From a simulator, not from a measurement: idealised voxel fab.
A process module follows: voxel local oxidation.
For reference, the cross-section in this document is cut, with width 240 nm and square cells of 5 nm.
Each cross-section below is a grid of square cells, stated as bands in top-down order, with one or more rows of cells making up each band. It is stipulated that each band's entry specify, in nanometres, the height of the top of the band and then that of its bottom, followed by the materials of the band in left-to-right sequence, each together with its width in nanometres. A single material marked by the word "throughout" is understood to fill the band from edge to edge; the word "air" is understood to denote empty space. Counting heights begins at 0, where everything beneath is, in the wafer as received, one material. The lowest band has no bottom; it goes on downwards, as "from 0 down" shows. Think of "30..40" as a width that walks from the first number to the second as you go down the band, top row to bottom row, taking equal-sized steps from row to row. Where a step carries "no change occurred", the cross-section came out of it unchanged, cell for cell. For the entry "Closed void catalog", the listed items are empty spaces with no open way to the top whose size is 8 cells or more; each item follows the pattern width x height at distance, where distance is from the left edge and all three are in nm. Where a step's line continues beyond its settings, the continuation is a remark by the simulator itself on that step. overlay nm, on a step with a mask: how far to the right of its planned place the mask lay; to the left if negative.

The planned process steps are enumerated hereunder
1 RECEIVE: material Si
2 CONFORMAL_DEP: material SiO2, thk nm 5
3 CONFORMAL_DEP: material SiN, thk nm 10
4 DIRECTIONAL_DEP: material aC, thk nm 15
5 PATTERN: tone cover, mask id ACTIVE, material resist, width nm 115, thk nm 30, overlay nm 0
6 DIRECTIONAL_ETCH: etch materials aC, depth nm 15
7 STRIP: etch materials resist
8 DIRECTIONAL_ETCH: etch materials SiN, depth nm 10
9 STRIP: etch materials aC
10 SELECTIVE_ETCH: etch materials SiO2, depth nm 5
11 OXIDIZE: depth nm 10
12 STRIP: etch materials SiN

Delivered wafer in cross-section: state after step 1
> from 0 down | Si throughout
> Closed void catalog: none

The first of two wafers, cross-sectioned at the end of the module, with the run proceeding as planned
> from 5 to 0 | 65 air  105 SiO2  70 air
> from 0 to -10 | 75 SiO2  85 Si  80 SiO2
> from -10 down | Si throughout
> Closed void catalog: none

Wafer two, sectioned after the module: the first wafer's start, the first wafer's plan, and one mistake in how it was run
> from 5 to 0 | 55 SiO2  125 air  60 SiO2
> from 0 to -10 | 45 Si  145 SiO2  50 Si
> from -10 down | Si throughout
> Closed void catalog: none
Want to know what went wrong? so step 5 ended up running with a different setting than we planned, it ran as PATTERN: tone open, mask id ACTIVE, material resist, width nm 115, thk nm 30, overlay nm 0
Wafer comparison, final, in cells, second relative to first, materials more or fewer: +4 Si; -2 SiO2
